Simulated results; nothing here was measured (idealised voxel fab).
Process module in this document: voxel ribs on slabs
FYI the section here is cut, 300 nm wide, cells are 5 nm squares.
Notation: cross-section as square-cell grid; stated in bands, top first, going down; one or more cell rows per band.
Quick guide to a band line: top height, bottom height (nm) up front; then every material left to right with its width in nm. Only one material and it's marked "edge to edge"? Then it fills the band edge to edge. And "blank" just means empty space.
Heights are expressed relative to 0, this being the level below which the as-received wafer comprises one material exclusively. The lowest band is unbounded in the downward direction and is denoted as in "0..down".
Note: "30 to 40" means the width goes from the first number (top row of the band) to the second number (bottom row) in equal steps per row of cells.
Take "nothing different" at face value: in the step it is given for, the cross-section changed in none of its cells.
"Non-vented voids" enumerates empty spaces isolated from the top, with no open way to it, that contain at least 8 cells, giving each as width x height at distance from the left edge, all three in nm.
What comes after the settings on a step's line is commentary from the simulator itself on that step.
The line of a step may include "overlay nm". On a step with a mask, this value is how far to the right of its planned place the mask lay. A negative value means the mask lay to the left.

The following list gives the planned process steps:
- 1: RECEIVE (material Si)
- 2: DIRECTIONAL_DEP (material SiO2; thk nm 20)
- 3: DIRECTIONAL_DEP (material polySi; thk nm 20)
- 4: DIRECTIONAL_DEP (material aC; thk nm 15)
- 5: PATTERN (tone cover; mask id RIB; material resist; width nm 30; thk nm 30; overlay nm 0)
- 6: DIRECTIONAL_ETCH (etch materials aC; depth nm 15)
- 7: STRIP (etch materials resist)
- 8: DIRECTIONAL_ETCH (etch materials polySi; depth nm 10)
- 9: STRIP (etch materials aC)
- 10: PATTERN (tone cover; mask id SLAB; material resist; width nm 90; thk nm 20; overlay nm 0)
- 11: DIRECTIONAL_ETCH (etch materials polySi; depth nm 10)
- 12: STRIP (etch materials resist)
- 13: FILL_DEP (material SiO2; thk nm 30)
- 14: CMP (height nm 60)
- 15: DIRECTIONAL_DEP (material TiN; thk nm 5)
- 16: DIRECTIONAL_DEP (material aC; thk nm 15)
- 17: PATTERN (tone cover; mask id HEATER; material resist; width nm 40; thk nm 30; overlay nm 0)
- 18: DIRECTIONAL_ETCH (etch materials aC; depth nm 15)
- 19: STRIP (etch materials resist)
- 20: DIRECTIONAL_ETCH (etch materials TiN; depth nm 5)
- 21: STRIP (etch materials aC)
- 22: CONFORMAL_DEP (material SiO2; thk nm 5)

The cross-section here shows the wafer as received, i.e. in its state after step 1:
0..down: Si edge to edge
Non-vented voids: none

Wafer cross-section at module end: first of two, run to plan:
70..65: 125 nm blank / 50 nm SiO2 / 125 nm blank
65..60: 130 nm SiO2 / 40 nm TiN / 130 nm SiO2
60..40: SiO2 edge to edge
40..30: 135 nm SiO2 / 30 nm polySi / 135 nm SiO2
30..20: 105 nm SiO2 / 90 nm polySi / 105 nm SiO2
20..0: SiO2 edge to edge
0..down: Si edge to edge
Non-vented voids: none

Presented here is a cross-section of the second of the two wafers as it stood at the end of the module. It was started in the same manner and assigned the same plan as the first wafer; however, one mistake was made in its execution:
70..65: 125 nm blank / 55 nm SiO2 / 120 nm blank
65..60: 130 nm SiO2 / 45 nm TiN / 125 nm SiO2
60..40: SiO2 edge to edge
40..30: 135 nm SiO2 / 30 nm polySi / 135 nm SiO2
30..20: 105 nm SiO2 / 90 nm polySi / 105 nm SiO2
20..0: SiO2 edge to edge
0..down: Si edge to edge
Non-vented voids: none
So what did we get wrong on this run? step 17 was processed under conditions differing from the plan, specifically as PATTERN (tone cover; mask id HEATER; material resist; width nm 45; thk nm 30; overlay nm 0)
Per the end-of-run cell counts, the second wafer holds more or fewer of some materials than the first: TiN +1
